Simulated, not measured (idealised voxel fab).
process module | voxel capacitor over wiring
cross-section cut | 200 nm wide | cells 5 nm
A cross-section is a grid of square cells, given in bands from the top down. A band is one or more rows of cells.
Each band's line starts with the height of the band's top and of its bottom, in nm. Then come its materials from left to right, each with its width in nm. One material with "throughout" fills the band from edge to edge. "air" is empty space.
Height 0 is the level under which the wafer as received is all one material. The lowest band goes on downwards, as in "0 down".
A width such as "30 to 40" changes by the same amount from each row of cells to the next, from the band's top row to its bottom row.
"no change" after a step means that no cell of the cross-section changed.
closed voids: empty space of 8 cells or more with no open way to the top, each as width x height at its distance from the left edge, in nm
after a step's settings: what the simulator itself notes on the step
overlay nm, on a step with a mask: how far to the right of its planned place the mask lay; to the left if negative
plan
1 op RECEIVE | material Si
2 op CONFORMAL_DEP | material SiO2 | thk nm 15
3 op CONFORMAL_DEP | material SiCN | thk nm 5
4 op DIRECTIONAL_DEP | material SiO2 | thk nm 20
5 op DIRECTIONAL_DEP | material aC | thk nm 15
6 op PATTERN | tone open | mask id METAL_1 | material resist | width nm 25 | pitch nm 90 | thk nm 35 | overlay nm 0
7 op DIRECTIONAL_ETCH | etch materials aC | depth nm 15
8 op STRIP | etch materials resist
9 op DIRECTIONAL_ETCH | etch materials SiO2 | depth nm 20
10 op DIRECTIONAL_ETCH | etch materials SiCN | depth nm 5
11 op STRIP | etch materials aC
12 op CONFORMAL_DEP | material TiN | thk nm 5
13 op FILL_DEP | material Cu | thk nm 10
14 op CMP | height nm 40
15 op EPI | material Ru | thk nm 5
16 op FILL_DEP | material SiCN | thk nm 5
17 op DIRECTIONAL_DEP | material lowk | thk nm 10
18 op PATTERN | tone open | mask id PLUG_1 | material resist | width nm 15 | thk nm 20 | overlay nm 0
19 op DIRECTIONAL_ETCH | etch materials lowk | depth nm 10
20 op DIRECTIONAL_ETCH | etch materials SiCN | depth nm 5
21 op STRIP | etch materials resist
22 op EPI | material Ru | thk nm 10
23 op EPI | material Ru | thk nm 5
24 op DIRECTIONAL_DEP | material TiN | thk nm 10
25 op DIRECTIONAL_DEP | material HfO2 | thk nm 5
26 op DIRECTIONAL_DEP | material TiN | thk nm 5
27 op DIRECTIONAL_DEP | material aC | thk nm 10
28 op PATTERN | tone cover | mask id UPPER_PLATE | material resist | width nm 70 | thk nm 25 | overlay nm 0
29 op DIRECTIONAL_ETCH | etch materials aC | depth nm 10
30 op STRIP | etch materials resist
31 op DIRECTIONAL_ETCH | etch materials TiN | depth nm 5
32 op DIRECTIONAL_ETCH | etch materials HfO2 | depth nm 5
33 op STRIP | etch materials aC
34 op PATTERN | tone cover | mask id LOWER_PLATE | material resist | width nm 80 | thk nm 15 | overlay nm 0
35 op DIRECTIONAL_ETCH | etch materials TiN | depth nm 10
36 op STRIP | etch materials resist
37 op FILL_DEP | material SiO2 | thk nm 20
38 op CMP | height nm 95
39 op DIRECTIONAL_DEP | material aC | thk nm 15
40 op PATTERN | tone open | mask id PLUG_2 | material resist | width nm 15 | thk nm 30 | overlay nm 0
41 op DIRECTIONAL_ETCH | etch materials aC | depth nm 15
42 op STRIP | etch materials resist
43 op DIRECTIONAL_ETCH | etch materials SiO2 | depth nm 15
44 op STRIP | etch materials aC
45 op CONFORMAL_DEP | material TiN | thk nm 5
46 op FILL_DEP | material Ru | thk nm 5
47 op CMP | height nm 95
48 op CONFORMAL_DEP | material SiCN | thk nm 5
as received, after step 1
  0 down: Si throughout
  closed voids: none
first wafer at the end, as planned
  100 to 95: SiCN throughout
  95 to 85: SiO2 60 | TiN 5 | Ru 5 | TiN 5 | SiO2 125
  85 to 75: SiO2 60 to 50 | TiN 15 to 70 | SiO2 125 to 80
  75 to 70: SiO2 50 | HfO2 70 | SiO2 80
  70 to 60: SiO2 45 | TiN 80 | SiO2 75
  60 to 50: lowk 50 | Ru 15 | lowk 135
  50 to 45: SiCN 50 | Ru 15 | SiCN 135
  45 to 40: SiCN 35 | Ru 35 | SiCN 55 | Ru 35 | SiCN 40
  40 to 20: SiO2 40 | TiN 5 | Cu 15 | TiN 5 | SiO2 65 | TiN 5 | Cu 15 | TiN 5 | SiO2 45
  20 to 15: SiCN 40 | TiN 25 | SiCN 65 | TiN 25 | SiCN 45
  15 to 0: SiO2 throughout
  0 down: Si throughout
  closed voids: none
second wafer at the end: like start, like plan, one mistake
  100 to 95: SiCN throughout
  95 to 85: SiO2 60 | TiN 5 | Ru 5 | TiN 5 | SiO2 125
  85 to 80: SiO2 60 | TiN 15 | SiO2 125
  80 to 75: SiO2 50 | TiN 35 | SiO2 25 | TiN 10 | SiO2 80
  75 to 70: SiO2 50 | HfO2 35 | SiO2 25 | HfO2 10 | SiO2 80
  70 to 65: SiO2 45 | TiN 40 | SiO2 25 | TiN 15 | SiO2 75
  65 to 60: SiO2 45 | TiN 80 | SiO2 75
  60 to 55: SiO2 20 | Ru 30 | lowk 15 | Ru 20 | HfO2 25 | Ru 65 | SiO2 25
  55 to 50: SiO2 20 | Ru 30 | lowk 15 | Ru 20 | TiN 25 | Ru 65 | SiO2 25
  50 to 45: SiO2 20 | Ru 30 | SiCN 15 | Ru 20 | TiN 25 | Ru 65 | SiO2 25
  45 to 40: SiCN 35 | Ru 35 | SiCN 55 | Ru 35 | SiCN 40
  40 to 20: SiO2 40 | TiN 5 | Cu 15 | TiN 5 | SiO2 65 | TiN 5 | Cu 15 | TiN 5 | SiO2 45
  20 to 15: SiCN 40 | TiN 25 | SiCN 65 | TiN 25 | SiCN 45
  15 to 0: SiO2 throughout
  0 down: Si throughout
  closed voids: none
what went wrong: step 18 ran as: op PATTERN | tone cover | mask id PLUG_1 | material resist | width nm 15 | thk nm 20 | overlay nm 0
at the end the second wafer has, in cells: 60 more of Ru | 34 fewer of SiCN | 42 more of SiO2 | 68 fewer of lowk
